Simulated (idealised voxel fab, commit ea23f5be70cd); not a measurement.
Name of the process module below: voxel ribs on slabs
Square cell edge 5 nm, section width 170 nm, ID cut.
Each cross-section below is a grid of square cells, stated as bands in top-down order, with one or more rows of cells making up each band.
Top height, bottom height, nm. Materials left to right, width each, nm. Single material + "throughout" = fills band edge to edge. "blank" = empty.
Where do heights start? At 0: under that level the wafer as delivered is made of one material only. And the lowest band has no floor; it just carries on downward, as in "0 nm and below".
The notation "30->40" denotes a width that varies across the rows of cells in the band, beginning at the first number in the top row, finishing at the second number in the bottom row, and changing by an identical amount from each row to the next.
"no alterations made" means the step left every cell of the cross-section as it was.
Basically, "Encapsulated voids" tells you about the enclosed voids: empty spaces with no open way to the top, 8 cells or bigger, each written width x height at distance, where distance is from the left edge, all in nm.
Past the settings on a step's line: simulator remark, on that step.
A step line may carry the setting "overlay nm", which, for steps involving a mask, states the distance by which the mask lay to the right of its intended position; negative values denote displacement to the left.
## The steps planned for the process are as follows
1 RECEIVE with material Si
2 DIRECTIONAL_DEP with material SiO2, thk nm 30
3 DIRECTIONAL_DEP with material polySi, thk nm 15
4 PATTERN with tone cover, mask id RIB, material resist, width nm 25, thk nm 20, overlay nm 0
5 DIRECTIONAL_ETCH with etch materials polySi, depth nm 5
6 STRIP with etch materials resist
7 DIRECTIONAL_DEP with material aC, thk nm 15
8 PATTERN with tone cover, mask id SLAB, material resist, width nm 65, thk nm 35, overlay nm 0
9 DIRECTIONAL_ETCH with etch materials aC, depth nm 15
10 STRIP with etch materials resist
11 DIRECTIONAL_ETCH with etch materials polySi, depth nm 10
12 STRIP with etch materials aC
13 FILL_DEP with material SiO2, thk nm 25
14 CMP with height nm 60
15 DIRECTIONAL_DEP with material W, thk nm 5
16 DIRECTIONAL_DEP with material aC, thk nm 10
17 PATTERN with tone cover, mask id HEATER, material resist, width nm 35, thk nm 30, overlay nm 0
18 DIRECTIONAL_ETCH with etch materials aC, depth nm 10
19 STRIP with etch materials resist
20 DIRECTIONAL_ETCH with etch materials W, depth nm 5
21 STRIP with etch materials aC
22 CONFORMAL_DEP with material SiN, thk nm 5
## Cross-section of the wafer as it came to us, i.e., already through step 1
- 0 nm and below: Si throughout
- Encapsulated voids: none
## The plan above was carried out on the starting structure above with one mistake, and this cross-section shows the wafer at the end of the module
- 70 nm to 65 nm: blank: 60 / SiN: 45 / blank: 65
- 65 nm to 60 nm: SiN: 65 / W: 35 / SiN: 70
- 60 nm to 55 nm: SiO2: 70 / polySi: 25 / SiO2: 75
- 55 nm to 45 nm: SiO2: 50 / polySi: 65 / SiO2: 55
- 45 nm to 30 nm: polySi throughout
- 30 nm to 0 nm: SiO2 throughout
- 0 nm and below: Si throughout
- Encapsulated voids: none
Deviation from plan: in the plan, step 3 was performed twice
